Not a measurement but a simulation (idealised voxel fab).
Presented below is a process module, voxel capacitor over wiring.
We display cut, a cross-section 300 nm in width whose square cells are each 5 nm.
We lay out every cross-section as a grid of square cells and spell it out in bands from the top down, where one band means one or more rows of cells.
Look at the band entry: it leads with the top's height and the bottom's height in nm. Then it lists the materials left to right, with a width in nm for each. The word "edge to edge" on a single material says that material fills the band edge to edge. The word "blank" is empty space.
The level at which height equals 0 is the one under which the wafer, as it arrives, is entirely one material. No lower edge exists for the bottom band, which continues downward and is notated as in "0 nm and below".
A two-number width, for instance "30 to 40", indicates that the width is equal to the first number in the top row of the band and to the second number in the bottom row, and that it changes by a constant amount per row of cells.
Key: "nothing altered" - step with no changed cell in the cross-section.
"Sealed void inventory" lists enclosed empty spaces (at least 8 cells, no open path upward to the top), each as width x height at distance from the left edge, in nm.
Step line, after settings: the simulator's comment on this step.
What "overlay nm" on a step's line means: if the step has a mask, that mask lay this far to the right of its planned place, or, when the value is negative, to the left.
[Steps planned for the process]
1,RECEIVE | material Si
2,CONFORMAL_DEP | material SiO2 | thk nm 15
3,DIRECTIONAL_DEP | material TiN | thk nm 5
4,DIRECTIONAL_DEP | material W | thk nm 25
5,PATTERN | tone cover | mask id METAL_1 | material resist | width nm 20 | pitch nm 85 | thk nm 20 | overlay nm 0
6,DIRECTIONAL_ETCH | etch materials W | depth nm 25
7,DIRECTIONAL_ETCH | etch materials TiN | depth nm 5
8,STRIP | etch materials resist
9,CONFORMAL_DEP | material SiN | thk nm 5
10,FILL_DEP | material lowk | thk nm 10
11,CMP | height nm 45
12,CONFORMAL_DEP | material SiCN | thk nm 5
13,DIRECTIONAL_DEP | material lowk | thk nm 15
14,DIRECTIONAL_DEP | material aC | thk nm 10
15,PATTERN | tone open | mask id PLUG_1 | material resist | width nm 15 | thk nm 30 | overlay nm 0
16,DIRECTIONAL_ETCH | etch materials aC | depth nm 10
17,STRIP | etch materials resist
18,DIRECTIONAL_ETCH | etch materials lowk | depth nm 15
19,DIRECTIONAL_ETCH | etch materials SiCN | depth nm 5
20,STRIP | etch materials aC
21,EPI | material Ru | thk nm 10
22,EPI | material Ru | thk nm 10
23,DIRECTIONAL_DEP | material TiN | thk nm 5
24,DIRECTIONAL_DEP | material Al2O3 | thk nm 5
25,DIRECTIONAL_DEP | material TiN | thk nm 10
26,MASKED_ETCH | tone cover | mask id UPPER_PLATE | width nm 70 | etch materials TiN | depth nm 10 | overlay nm 0
27,MASKED_ETCH | tone cover | mask id UPPER_PLATE | width nm 70 | etch materials Al2O3 | depth nm 5 | overlay nm 0
28,DIRECTIONAL_DEP | material aC | thk nm 15
29,PATTERN | tone cover | mask id LOWER_PLATE | material resist | width nm 80 | thk nm 30 | overlay nm 0
30,DIRECTIONAL_ETCH | etch materials aC | depth nm 15
31,STRIP | etch materials resist
32,DIRECTIONAL_ETCH | etch materials TiN | depth nm 5
33,STRIP | etch materials aC
34,FILL_DEP | material SiO2 | thk nm 20
35,CMP | height nm 100
36,MASKED_ETCH | tone open | mask id PLUG_2 | width nm 15 | etch materials SiO2 | depth nm 15 | overlay nm -15
37,CONFORMAL_DEP | material TiN | thk nm 5
38,FILL_DEP | material Ru | thk nm 10
39,CMP | height nm 100
40,CONFORMAL_DEP | material SiN | thk nm 5
Wafers differ in overlay nm at step 36; plan lists the first wafer's value; identical starting state.
[Received condition of the first of several wafers, sectioned: post-step 1]
	0 nm and below | Si edge to edge
	Sealed void inventory: none
[End-of-module cross-section, first of several wafers, after last step 40]
	105 nm to 100 nm | SiN edge to edge
	100 nm to 90 nm | SiO2 (95), TiN (5), Ru (5), TiN (5), SiO2 (190)
	90 nm to 85 nm | SiO2 (95), TiN (15), SiO2 (190)
	85 nm to 75 nm | SiO2 (100), TiN (70), SiO2 (130)
	75 nm to 70 nm | SiO2 (100), Al2O3 (70), SiO2 (130)
	70 nm to 65 nm | SiO2 (95), TiN (80), SiO2 (125)
	65 nm to 50 nm | lowk (100), Ru (15), lowk (185)
	50 nm to 45 nm | SiCN (100), Ru (15), SiCN (185)
	45 nm to 20 nm | lowk (90), SiN (5), W (20), SiN (5), lowk (55), SiN (5), W (20), SiN (5), lowk (95)
	20 nm to 15 nm | SiN (95), TiN (20), SiN (65), TiN (20), SiN (100)
	15 nm to 0 nm | SiO2 edge to edge
	0 nm and below | Si edge to edge
	Sealed void inventory: none
[The last wafer as seen in cross-section at the end of the module]
	105 nm to 100 nm | SiN edge to edge
	100 nm to 90 nm | SiO2 (125), TiN (5), Ru (5), TiN (5), SiO2 (160)
	90 nm to 85 nm | SiO2 (125), TiN (15), SiO2 (160)
	85 nm to 75 nm | SiO2 (100), TiN (70), SiO2 (130)
	75 nm to 70 nm | SiO2 (100), Al2O3 (70), SiO2 (130)
	70 nm to 65 nm | SiO2 (95), TiN (80), SiO2 (125)
	65 nm to 50 nm | lowk (100), Ru (15), lowk (185)
	50 nm to 45 nm | SiCN (100), Ru (15), SiCN (185)
	45 nm to 20 nm | lowk (90), SiN (5), W (20), SiN (5), lowk (55), SiN (5), W (20), SiN (5), lowk (95)
	20 nm to 15 nm | SiN (95), TiN (20), SiN (65), TiN (20), SiN (100)
	15 nm to 0 nm | SiO2 edge to edge
	0 nm and below | Si edge to edge
	Sealed void inventory: none
[Where each wafer stands at the end of the module, a row apiece: cells of each material gained (+) or lost (-) since it was received, then closed voids]
overlay nm -15 | +14 Al2O3 | +14 Ru | +57 SiCN | +132 SiN | +533 SiO2 | +59 TiN | +40 W | +411 lowk | Sealed void inventory: none
overlay nm -10 | +14 Al2O3 | +14 Ru | +57 SiCN | +132 SiN | +533 SiO2 | +59 TiN | +40 W | +411 lowk | Sealed void inventory: none
overlay nm -5 | +14 Al2O3 | +14 Ru | +57 SiCN | +132 SiN | +533 SiO2 | +59 TiN | +40 W | +411 lowk | Sealed void inventory: none
overlay nm 0 | +14 Al2O3 | +14 Ru | +57 SiCN | +132 SiN | +533 SiO2 | +59 TiN | +40 W | +411 lowk | Sealed void inventory: none
overlay nm 5 | +14 Al2O3 | +14 Ru | +57 SiCN | +132 SiN | +533 SiO2 | +59 TiN | +40 W | +411 lowk | Sealed void inventory: none
overlay nm 10 | +14 Al2O3 | +14 Ru | +57 SiCN | +132 SiN | +533 SiO2 | +59 TiN | +40 W | +411 lowk | Sealed void inventory: none
overlay nm 15 | +14 Al2O3 | +14 Ru | +57 SiCN | +132 SiN | +533 SiO2 | +59 TiN | +40 W | +411 lowk | Sealed void inventory: none
